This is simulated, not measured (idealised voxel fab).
Process module in this document: voxel spacer lines
The cross-section on display is named cut; it measures 225 nm wide, and its cells are 5 nm squares.
Each cross-section below is a grid of square cells, stated as bands in top-down order, with one or more rows of cells making up each band.
In this notation a band is specified by the heights of its top and bottom, in that order and in nm, after which its materials appear from left to right, each paired with its width in nm. The word "everywhere" attached to a single material means that material fills the band from edge to edge; the word "empty" stands for empty space.
Height datum 0, below which the as-received substrate wafer is one material. Lowest band open at the bottom, running downward: "z 0 and below".
The width entry "30..40" should be interpreted row by row: the top row of cells in the band takes the first number, the bottom row takes the second number, and the change between adjacent rows is uniform throughout.
Step note "nothing altered" = no cross-section cell changed.
"Completely enclosed voids" lists enclosed empty spaces (at least 8 cells, no open path upward to the top), each as width x height at distance from the left edge, in nm.
Where a step's line continues beyond its settings, the continuation is a remark by the simulator itself on that step.
The setting "overlay nm" may be written on the line of a step. When the step uses a mask, the value reports how far to the right of the planned place the mask lay, and a negative value reports that it lay to the left.

**Intended process steps**
1,RECEIVE, material Si
2,CONFORMAL_DEP, material Al2O3, thk nm 5
3,DIRECTIONAL_DEP, material W, thk nm 10
4,DIRECTIONAL_DEP, material aC, thk nm 30
5,PATTERN, tone cover, mask id MANDREL, material resist, width nm 25, pitch nm 70, thk nm 40, overlay nm -15
6,DIRECTIONAL_ETCH, etch materials aC, depth nm 30
7,STRIP, etch materials resist
8,CONFORMAL_DEP, material SiO2, thk nm 10
9,DIRECTIONAL_ETCH, etch materials SiO2, depth nm 10
10,STRIP, etch materials aC
11,DIRECTIONAL_ETCH, etch materials W, depth nm 10
12,STRIP, etch materials SiO2
13,FILL_DEP, material SiO2, thk nm 5
14,CMP, height nm 15
The overlay nm used in step 5 is not the same on every wafer, whereas the starting condition is; the value printed in the plan is the first wafer's.

**The first of several wafers, as received after step 1, seen in section**
> z 0 and below: Si everywhere
> Completely enclosed voids: none

**Once step 14, the last step, is complete, the module is at its end; this is the cross-section of the first of several wafers**
> z 15 to 5: SiO2 5 nm / W 10 nm / SiO2 25 nm / W 10 nm / SiO2 25 nm / W 10 nm / SiO2 25 nm / W 10 nm / SiO2 25 nm / W 10 nm / SiO2 25 nm / W 10 nm / SiO2 35 nm
> z 5 to 0: Al2O3 everywhere
> z 0 and below: Si everywhere
> Completely enclosed voids: none

**Last-wafer cross-section at the end of the module**
> z 15 to 5: SiO2 35 nm / W 10 nm / SiO2 25 nm / W 10 nm / SiO2 25 nm / W 10 nm / SiO2 25 nm / W 10 nm / SiO2 25 nm / W 10 nm / SiO2 25 nm / W 10 nm / SiO2 5 nm
> z 5 to 0: Al2O3 everywhere
> z 0 and below: Si everywhere
> Completely enclosed voids: none

**Rows = wafers. At module end, each row lists per material the cells gained (+) or lost (-) since the wafer was received, then the closed voids**
overlay nm -15; +45 Al2O3; +66 SiO2; +24 W; Completely enclosed voids: none
overlay nm -10; +45 Al2O3; +66 SiO2; +24 W; Completely enclosed voids: none
overlay nm -5; +45 Al2O3; +66 SiO2; +24 W; Completely enclosed voids: none
overlay nm 0; +45 Al2O3; +66 SiO2; +24 W; Completely enclosed voids: none
overlay nm 5; +45 Al2O3; +66 SiO2; +24 W; Completely enclosed voids: none
overlay nm 10; +45 Al2O3; +66 SiO2; +24 W; Completely enclosed voids: none
overlay nm 15; +45 Al2O3; +66 SiO2; +24 W; Completely enclosed voids: none
